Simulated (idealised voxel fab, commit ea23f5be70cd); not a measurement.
Name of the process module below: voxel fin reveal
Pictured: cross-section cut, 185 nm wide, on a grid of 5 nm square cells.
A cross-section in this document is a grid of square cells, and it is written down as bands, the top band listed before the ones below it; a band is made up of one or more rows of cells.
Band entry format. Leading values: height of top, height of bottom, nm. Remainder: materials in left-to-right order, each with its width in nm. Special words: "throughout" on a single material, which then fills the band edge to edge; "blank", empty space.
Height 0 is the level under which the wafer as received is all one material. The lowest band goes on downwards, as in "z 0 and below".
Width spec "30..40" -> top row of cells at first value, bottom row at second value, equal per-row change in between.
Given "no alteration" for a step, no cell of the cross-section differs between before and after that step.
"Fully closed voids" lists enclosed empty spaces (at least 8 cells, no open path upward to the top), each as width x height at distance from the left edge, in nm.
It should be noted that, on the line of a given step, the content following the step's settings is a remark produced by the simulator itself with respect to that step.
A step's line can hold "overlay nm"; with a mask on that step, the setting says how far right of the planned place the mask lay, while a negative setting says it lay to the left.

Plan
| 1 | RECEIVE | material Si |
| 2 | CONFORMAL_DEP | material SiN | thk nm 5 |
| 3 | PATTERN | tone cover | mask id FINS | material resist | width nm 15 | pitch nm 40 | thk nm 15 | overlay nm 0 |
| 4 | DIRECTIONAL_ETCH | etch materials SiN | depth nm 5 |
| 5 | DIRECTIONAL_ETCH | etch materials Si | depth nm 40 |
| 6 | STRIP | etch materials resist |
| 7 | OXIDIZE | depth nm 5 |
| 8 | FILL_DEP | material SiO2 | thk nm 5 |
| 9 | CMP | height nm 5 |
| 10 | SELECTIVE_ETCH | etch materials SiO2 | depth nm 35 |
| 11 | STRIP | etch materials SiN |

Cross-section of the wafer as it came to us, i.e., already through step 1
	z 0 and below  Si throughout
	Fully closed voids: none

Starting structure and process plan are as shown above, but one mistake was made in running the module; the wafer cross-section at the end of the module follows
	z 0 to -30  blank: 50 | Si: 5 | blank: 35 | Si: 5 | blank: 35 | Si: 5 | blank: 50
	z -30 to -35  SiO2: 10 | blank: 40 | Si: 5 | blank: 35 | Si: 5 | blank: 35 | Si: 5 | blank: 40 | SiO2: 10
	z -35 to -45  SiO2: 50 | Si: 5 | SiO2: 35 | Si: 5 | SiO2: 35 | Si: 5 | SiO2: 50
	z -45 and below  Si throughout
	Fully closed voids: none
Heads up, the wafer didn't run the way we planned it: ran 10 and 11 in swapped order versus the plan
